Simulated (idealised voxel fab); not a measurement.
Name of the process module below: voxel self aligned vias
Section shown: cut. Width: 155 nm. Cell size: 5 nm, square.
Reading order for cross-sections: top band down to bottom band. Underlying form: a grid of square cells. Band size: one or more rows of cells.
Band: top and bottom heights (nm) first, top before bottom; then materials from left to right, widths in nm. "full width" marks a sole material filling the band edge to edge. "empty" denotes empty space.
Heights are measured from 0, the level below which the as-received wafer is all one material; the lowest band has no bottom and continues downward, written as in "0..down".
So if you see something like "30->40" for the width, read it as the top row of the band sitting at the first number and the bottom row at the second, with every row in between moving by the same amount as the last.
What does "remained the same" mean for a step? It means no cell of the cross-section changed in that step.
Any empty space of 8 cells or more lacking an open way to the top shows up in "Listed closed voids" as width x height at distance, distance from the left edge, in nm.
If you see something after the settings on a step's line, that's the simulator's own remark about that step.
If you see "overlay nm" on a step's line and that step has a mask, it's telling you how far right of where it was planned the mask ended up; a negative number means it went left instead.
# These are the steps we planned for the process
1. op RECEIVE | material Si
2. op CONFORMAL_DEP | material SiO2 | thk nm 10
3. op CONFORMAL_DEP | material SiCN | thk nm 5
4. op DIRECTIONAL_DEP | material SiO2 | thk nm 20
5. op DIRECTIONAL_DEP | material aC | thk nm 15
6. op PATTERN | tone open | mask id LINES | material resist | width nm 25 | pitch nm 60 | thk nm 35 | overlay nm 0
7. op DIRECTIONAL_ETCH | etch materials aC | depth nm 15
8. op STRIP | etch materials resist
9. op DIRECTIONAL_ETCH | etch materials SiO2 | depth nm 20
10. op STRIP | etch materials aC
11. op CONFORMAL_DEP | material TiN | thk nm 5
12. op FILL_DEP | material W | thk nm 10
13. op CMP | height nm 35
14. op SELECTIVE_ETCH | etch materials W Ru TiN | depth nm 10
15. op FILL_DEP | material SiN | thk nm 10
16. op CMP | height nm 35
17. op DIRECTIONAL_DEP | material SiO2 | thk nm 15
18. op PATTERN | tone open | mask id VIAS | material resist | width nm 35 | pitch nm 60 | thk nm 15 | overlay nm 0
19. op DIRECTIONAL_ETCH | etch materials SiO2 | depth nm 15
20. op DIRECTIONAL_ETCH | etch materials SiN | depth nm 10
21. op STRIP | etch materials resist
22. op CONFORMAL_DEP | material TiN | thk nm 5
23. op FILL_DEP | material W | thk nm 5
24. op CMP | height nm 50
25. op CONFORMAL_DEP | material SiCN | thk nm 5
# So this is the incoming wafer in cross-section - it's already been through step 1
- 0..down  Si full width
- Listed closed voids: none
# The following cross-section depicts the wafer upon conclusion of the module. Processing commenced from the starting condition illustrated above and adhered to the plan illustrated above, save for one mistake in execution
- 55..50  SiCN full width
- 50..40  30 SiO2  5 TiN  25 W  5 TiN  25 SiO2  5 TiN  25 W  5 TiN  30 SiO2
- 40..35  30 SiO2  35 TiN  25 SiO2  35 TiN  30 SiO2
- 35..25  30 SiN  5 TiN  25 SiO2  5 TiN  25 SiN  5 TiN  25 SiO2  5 TiN  30 SiN
- 25..20  30 W  5 TiN  25 SiO2  5 TiN  25 W  5 TiN  25 SiO2  5 TiN  30 W
- 20..15  35 TiN  25 SiO2  35 TiN  25 SiO2  35 TiN
- 15..10  SiCN full width
- 10..0  SiO2 full width
- 0..down  Si full width
- Listed closed voids: none
Finding, execution versus plan: step 6 ran as: op PATTERN | tone cover | mask id LINES | material resist | width nm 25 | pitch nm 60 | thk nm 35 | overlay nm 0
